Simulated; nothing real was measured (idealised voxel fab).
Title: Process Module voxel self aligned contacts
Pictured: cross-section cut, 245 nm wide, on a grid of 5 nm square cells.
How to read a cross-section here: the picture is a grid of square cells, written as bands going from the top down, and any band can span one or more rows of cells.
Band: top and bottom heights (nm) first, top before bottom; then materials from left to right, widths in nm. "full width" marks a sole material filling the band edge to edge. "air" denotes empty space.
Heads up on the height convention: 0 is the point under which the incoming wafer is all one material, and the lowest band has no bottom, it just keeps going down, like "0 nm and below".
Per-row width for "30->40": begins at first number (top row of band), ends at second number (bottom row), increment between rows held constant.
Step note "nothing was modified" = no cross-section cell changed.
You'll see "Completely sealed voids" listing empty spaces that have no way open to the top, as long as they're 8 cells or more; the notation is width x height at distance, where the distance is from the left edge, and all of it is in nm.
Step line, after settings: the simulator's comment on this step.
A step's line can hold "overlay nm"; with a mask on that step, the setting says how far right of the planned place the mask lay, while a negative setting says it lay to the left.
[Intended process steps]
| 1 | RECEIVE (material Si) |
| 2 | CONFORMAL_DEP (material SiO2; thk nm 5) |
| 3 | DIRECTIONAL_DEP (material polySi; thk nm 20) |
| 4 | DIRECTIONAL_DEP (material SiN; thk nm 20) |
| 5 | PATTERN (tone cover; mask id GATE; material resist; width nm 35; pitch nm 70; thk nm 20; overlay nm 0) |
| 6 | DIRECTIONAL_ETCH (etch materials SiN; depth nm 20) |
| 7 | DIRECTIONAL_ETCH (etch materials polySi; depth nm 20) |
| 8 | STRIP (etch materials resist) |
| 9 | CONFORMAL_DEP (material SiN; thk nm 5) |
| 10 | DIRECTIONAL_ETCH (etch materials SiN; depth nm 5) |
| 11 | FILL_DEP (material SiO2; thk nm 10) |
| 12 | CMP (height nm 50) |
| 13 | DIRECTIONAL_DEP (material aC; thk nm 15) |
| 14 | PATTERN (tone open; mask id CONTACT; material resist; width nm 45; pitch nm 70; thk nm 35; overlay nm 0) |
| 15 | DIRECTIONAL_ETCH (etch materials aC; depth nm 15) |
| 16 | STRIP (etch materials resist) |
| 17 | DIRECTIONAL_ETCH (etch materials SiO2; depth nm 50) |
| 18 | STRIP (etch materials aC) |
| 19 | CONFORMAL_DEP (material TiN; thk nm 5) |
| 20 | FILL_DEP (material W; thk nm 5) |
| 21 | CMP (height nm 50) |
| 22 | CONFORMAL_DEP (material SiCN; thk nm 5) |
[Incoming wafer, cross-sectional view, post step 1]
    0 nm and below  Si full width
    Completely sealed voids: none
[Here's the wafer cut in cross-section after the module, started and planned just like above, except one thing was done wrong in the run]
    55 nm to 50 nm  SiCN full width
    50 nm to 45 nm  SiO2 (65), then TiN (45), then SiO2 (25), then TiN (45), then SiO2 (65)
    45 nm to 25 nm  SiN (40), then SiO2 (25), then SiN (45), then SiO2 (25), then SiN (45), then SiO2 (25), then SiN (40)
    25 nm to 5 nm  polySi (35), then SiN (5), then SiO2 (25), then SiN (5), then polySi (35), then SiN (5), then SiO2 (25), then SiN (5), then polySi (35), then SiN (5), then SiO2 (25), then SiN (5), then polySi (35)
    5 nm to 0 nm  SiO2 full width
    0 nm and below  Si full width
    Completely sealed voids: none
The plan and the run diverged here: heads up, step 5 didn't go per plan, it actually ran as PATTERN (tone open; mask id GATE; material resist; width nm 35; pitch nm 70; thk nm 20; overlay nm 0)
